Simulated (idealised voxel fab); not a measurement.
process module | voxel released beams
cross-section cut | 265 nm wide | cells 5 nm
A cross-section is a grid of square cells, given in bands from the top down. A band is one or more rows of cells.
Each band's line starts with the height of the band's top and of its bottom, in nm. Then come its materials from left to right, each with its width in nm. One material with "throughout" fills the band from edge to edge. "air" is empty space.
Height 0 is the level under which the wafer as received is all one material. The lowest band goes on downwards, as in "0 down".
A width such as "30 to 40" changes by the same amount from each row of cells to the next, from the band's top row to its bottom row.
"no change" after a step means that no cell of the cross-section changed.
closed voids: empty space of 8 cells or more with no open way to the top, each as width x height at its distance from the left edge, in nm
after a step's settings: what the simulator itself notes on the step
overlay nm, on a step with a mask: how far to the right of its planned place the mask lay; to the left if negative
plan
1 op RECEIVE | material Si
2 op CONFORMAL_DEP | material SiN | thk nm 10
3 op DIRECTIONAL_DEP | material SiO2 | thk nm 15
4 op DIRECTIONAL_DEP | material aC | thk nm 15
5 op PATTERN | tone open | mask id ANCHOR | material resist | width nm 25 | thk nm 35 | overlay nm 0
6 op DIRECTIONAL_ETCH | etch materials aC | depth nm 15
7 op STRIP | etch materials resist
8 op DIRECTIONAL_ETCH | etch materials SiO2 | depth nm 15
9 op STRIP | etch materials aC
10 op CONFORMAL_DEP | material polySi | thk nm 10
11 op PATTERN | tone cover | mask id BEAM | material resist | width nm 70 | thk nm 20 | overlay nm 0
12 op DIRECTIONAL_ETCH | etch materials polySi | depth nm 10
13 op STRIP | etch materials resist
14 op STRIP | etch materials SiO2
as received, after step 1
  0 down: Si throughout
  closed voids: none
a wafer at the end: this start, this plan, one mistake
  35 to 25: air 95 | polySi 40 | air 130
  25 to 20: air 90 | polySi 10 | SiO2 25 | polySi 10 | air 130
  20 to 10: air 90 | polySi 10 | SiO2 25 | polySi 40 | air 100
  10 to 0: SiN throughout
  0 down: Si throughout
  closed voids: none
what went wrong: step 5 ran as: op PATTERN | tone cover | mask id ANCHOR | material resist | width nm 25 | thk nm 35 | overlay nm 0
